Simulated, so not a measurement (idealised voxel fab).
A process module follows: voxel transistor to metal.
Cross-sectional view cut (width: 295 nm; square cell size: 5 nm).
A cross-section in this document is a grid of square cells, and it is written down as bands, the top band listed before the ones below it; a band is made up of one or more rows of cells. The entry gives the band's vertical extent as a top height and a bottom height in nm, then its horizontal make-up as materials from left to right, each with a width in nm. "blank" stands for empty space; a single material marked "edge to edge" fills the band edge to edge. Heights are expressed relative to 0, this being the level below which the as-received wafer comprises one material exclusively. The lowest band is unbounded in the downward direction and is denoted as in "0 nm and below". Width spec "30 to 40" -> top row of cells at first value, bottom row at second value, equal per-row change in between. Where the words "no alterations made" appear for a step, the cross-section shows no cell changed by that step; every cell remained as before. This entry, "Closed voids list", enumerates those empty regions of no fewer than 8 cells that possess no open connection to the top. Each region is reported in the form width x height at distance, the distance being taken from the left edge, with all three quantities expressed in nm. Anything after a step's settings on that line? It's the simulator's own note about the step. The "overlay nm" setting may appear on a step's line; for a step that uses a mask, it gives how far to the right of its planned position the mask lay, and a negative value indicates the left.
List of planned process steps
1: RECEIVE: material Si
2: CONFORMAL_DEP: material SiO2, thk nm 5
3: CONFORMAL_DEP: material SiN, thk nm 15
4: MASKED_ETCH: tone cover, mask id ACTIVE, width nm 110, pitch nm 130, etch materials SiN, depth nm 15, overlay nm 0
5: MASKED_ETCH: tone cover, mask id ACTIVE, width nm 110, pitch nm 130, etch materials SiO2, depth nm 5, overlay nm 0
6: MASKED_ETCH: tone cover, mask id ACTIVE, width nm 110, pitch nm 130, etch materials Si, depth nm 30, overlay nm 0
7: FILL_DEP: material SiO2, thk nm 10
8: CMP: height nm 20
9: SELECTIVE_ETCH: etch materials SiO2, depth nm 15
10: STRIP: etch materials SiN
11: SELECTIVE_ETCH: etch materials SiO2, depth nm 5
12: OXIDIZE: depth nm 5
13: DIRECTIONAL_DEP: material polySi, thk nm 30
14: DIRECTIONAL_DEP: material SiCN, thk nm 10
15: DIRECTIONAL_DEP: material aC, thk nm 10
16: PATTERN: tone cover, mask id GATE, material resist, width nm 20, pitch nm 130, thk nm 25, overlay nm 0
17: DIRECTIONAL_ETCH: etch materials aC, depth nm 10
18: STRIP: etch materials resist
19: DIRECTIONAL_ETCH: etch materials SiCN, depth nm 20
20: DIRECTIONAL_ETCH: etch materials polySi, depth nm 40
21: STRIP: etch materials aC
22: CONFORMAL_DEP: material SiO2, thk nm 5
23: DIRECTIONAL_ETCH: etch materials SiO2, depth nm 5
24: CONFORMAL_DEP: material SiN, thk nm 5
25: DIRECTIONAL_ETCH: etch materials SiN, depth nm 5
26: DIRECTIONAL_ETCH: etch materials SiO2, depth nm 5
27: EPI: material SiGe, thk nm 5
28: FILL_DEP: material SiO2, thk nm 5
29: CMP: height nm 40
30: DIRECTIONAL_DEP: material SiO2, thk nm 15
31: DIRECTIONAL_DEP: material aC, thk nm 10
32: PATTERN: tone open, mask id CONTACT, material resist, width nm 20, thk nm 30, overlay nm 0
33: DIRECTIONAL_ETCH: etch materials aC, depth nm 10
34: STRIP: etch materials resist
35: DIRECTIONAL_ETCH: etch materials SiO2, depth nm 55
36: STRIP: etch materials aC
37: CONFORMAL_DEP: material TiN, thk nm 5
38: FILL_DEP: material Ru, thk nm 5
39: CMP: height nm 55
40: CONFORMAL_DEP: material SiN, thk nm 5
41: DIRECTIONAL_DEP: material lowk, thk nm 25
42: DIRECTIONAL_DEP: material aC, thk nm 15
43: PATTERN: tone open, mask id METAL_1, material resist, width nm 20, thk nm 35, overlay nm 0
44: DIRECTIONAL_ETCH: etch materials aC, depth nm 15
45: STRIP: etch materials resist
46: DIRECTIONAL_ETCH: etch materials lowk, depth nm 25
47: DIRECTIONAL_ETCH: etch materials SiN, depth nm 5
48: STRIP: etch materials aC
49: CONFORMAL_DEP: material TiN, thk nm 5
50: FILL_DEP: material W, thk nm 10
51: CMP: height nm 85
52: EPI: material Ru, thk nm 5
53: FILL_DEP: material SiCN, thk nm 5
54: DIRECTIONAL_DEP: material SiO2, thk nm 25
55: DIRECTIONAL_DEP: material aC, thk nm 10
56: PATTERN: tone open, mask id METAL_2, material resist, width nm 20, pitch nm 130, thk nm 25, overlay nm 0
57: DIRECTIONAL_ETCH: etch materials aC, depth nm 10
58: STRIP: etch materials resist
59: DIRECTIONAL_ETCH: etch materials SiO2, depth nm 15
60: STRIP: etch materials aC
61: DIRECTIONAL_DEP: material aC, thk nm 10
62: PATTERN: tone open, mask id METAL_2_HOLES, material resist, width nm 15, pitch nm 130, thk nm 25, overlay nm 0
63: DIRECTIONAL_ETCH: etch materials aC, depth nm 10
64: STRIP: etch materials resist
65: DIRECTIONAL_ETCH: etch materials SiO2, depth nm 10
66: DIRECTIONAL_ETCH: etch materials SiCN, depth nm 5
67: STRIP: etch materials aC
68: CONFORMAL_DEP: material TiN, thk nm 5
69: FILL_DEP: material Cu, thk nm 10
70: CMP: height nm 120
71: CONFORMAL_DEP: material SiCN, thk nm 5
So this is the incoming wafer in cross-section - it's already been through step 1
  0 nm and below  Si edge to edge
  Closed voids list: none
What the wafer looks like in cross-section after this module, when it starts as shown above and follows the plan above but one mistake is made in running it
  125 nm to 120 nm  SiCN edge to edge
  120 nm to 110 nm  30 of SiO2, then 5 of TiN, then 10 of Cu, then 5 of TiN, then 110 of SiO2, then 5 of TiN, then 10 of Cu, then 5 of TiN, then 115 of SiO2
  110 nm to 105 nm  30 of SiO2, then 5 of TiN, then 5 of Cu, then 10 of TiN, then 110 of SiO2, then 5 of TiN, then 5 of Cu, then 10 of TiN, then 115 of SiO2
  105 nm to 95 nm  30 of SiO2, then 5 of TiN, then 5 of Cu, then 5 of TiN, then 115 of SiO2, then 5 of TiN, then 5 of Cu, then 5 of TiN, then 120 of SiO2
  95 nm to 90 nm  30 of SiCN, then 15 of TiN, then 115 of SiCN, then 15 of TiN, then 120 of SiCN
  90 nm to 85 nm  25 of SiCN, then 30 of Ru, then 50 of SiCN, then 30 of Ru, then 20 of SiCN, then 30 of Ru, then 50 of SiCN, then 30 of Ru, then 30 of SiCN
  85 nm to 60 nm  30 of lowk, then 5 of TiN, then 10 of W, then 5 of TiN, then 60 of lowk, then 5 of TiN, then 10 of W, then 5 of TiN, then 30 of lowk, then 5 of TiN, then 10 of W, then 5 of TiN, then 60 of lowk, then 5 of TiN, then 10 of W, then 5 of TiN, then 35 of lowk
  60 nm to 55 nm  30 of SiN, then 20 of TiN, then 60 of SiN, then 20 of TiN, then 30 of SiN, then 20 of TiN, then 60 of SiN, then 20 of TiN, then 35 of SiN
  55 nm to 40 nm  30 of SiO2, then 5 of TiN, then 10 of Ru, then 5 of TiN, then 60 of SiO2, then 5 of TiN, then 10 of Ru, then 5 of TiN, then 30 of SiO2, then 5 of TiN, then 10 of Ru, then 5 of TiN, then 60 of SiO2, then 5 of TiN, then 10 of Ru, then 5 of TiN, then 35 of SiO2
  40 nm to 30 nm  30 of SiO2, then 5 of TiN, then 10 of Ru, then 5 of TiN, then 10 of SiO2, then 5 of SiN, then 5 of SiO2, then 20 of SiCN, then 5 of SiO2, then 5 of SiN, then 10 of SiO2, then 5 of TiN, then 10 of Ru, then 5 of TiN, then 30 of SiO2, then 5 of TiN, then 10 of Ru, then 5 of TiN, then 10 of SiO2, then 5 of SiN, then 5 of SiO2, then 20 of SiCN, then 5 of SiO2, then 5 of SiN, then 10 of SiO2, then 5 of TiN, then 10 of Ru, then 5 of TiN, then 35 of SiO2
  30 nm to 15 nm  30 of SiO2, then 5 of TiN, then 10 of Ru, then 5 of TiN, then 10 of SiO2, then 5 of SiN, then 5 of SiO2, then 20 of polySi, then 5 of SiO2, then 5 of SiN, then 10 of SiO2, then 5 of TiN, then 10 of Ru, then 5 of TiN, then 30 of SiO2, then 5 of TiN, then 10 of Ru, then 5 of TiN, then 10 of SiO2, then 5 of SiN, then 5 of SiO2, then 20 of polySi, then 5 of SiO2, then 5 of SiN, then 10 of SiO2, then 5 of TiN, then 10 of Ru, then 5 of TiN, then 35 of SiO2
  15 nm to 10 nm  30 of SiO2, then 20 of TiN, then 10 of SiO2, then 5 of SiN, then 5 of SiO2, then 20 of polySi, then 5 of SiO2, then 5 of SiN, then 10 of SiO2, then 20 of TiN, then 30 of SiO2, then 20 of TiN, then 10 of SiO2, then 5 of SiN, then 5 of SiO2, then 20 of polySi, then 5 of SiO2, then 5 of SiN, then 10 of SiO2, then 20 of TiN, then 35 of SiO2
  10 nm to 0 nm  10 of SiO2, then 50 of SiGe, then 5 of SiN, then 5 of SiO2, then 20 of polySi, then 5 of SiO2, then 5 of SiN, then 90 of SiGe, then 5 of SiN, then 5 of SiO2, then 20 of polySi, then 5 of SiO2, then 5 of SiN, then 50 of SiGe, then 15 of SiO2
  0 nm to -5 nm  10 of SiO2, then 50 of SiGe, then 40 of SiO2, then 90 of SiGe, then 40 of SiO2, then 50 of SiGe, then 15 of SiO2
  -5 nm to -30 nm  25 of SiO2, then 110 of Si, then 20 of SiO2, then 110 of Si, then 30 of SiO2
  -30 nm and below  Si edge to edge
  Closed voids list: none
Diagnosis: it should be noted that step 27 was executed with settings other than those planned, the operation and settings actually applied being EPI: material SiGe, thk nm 15
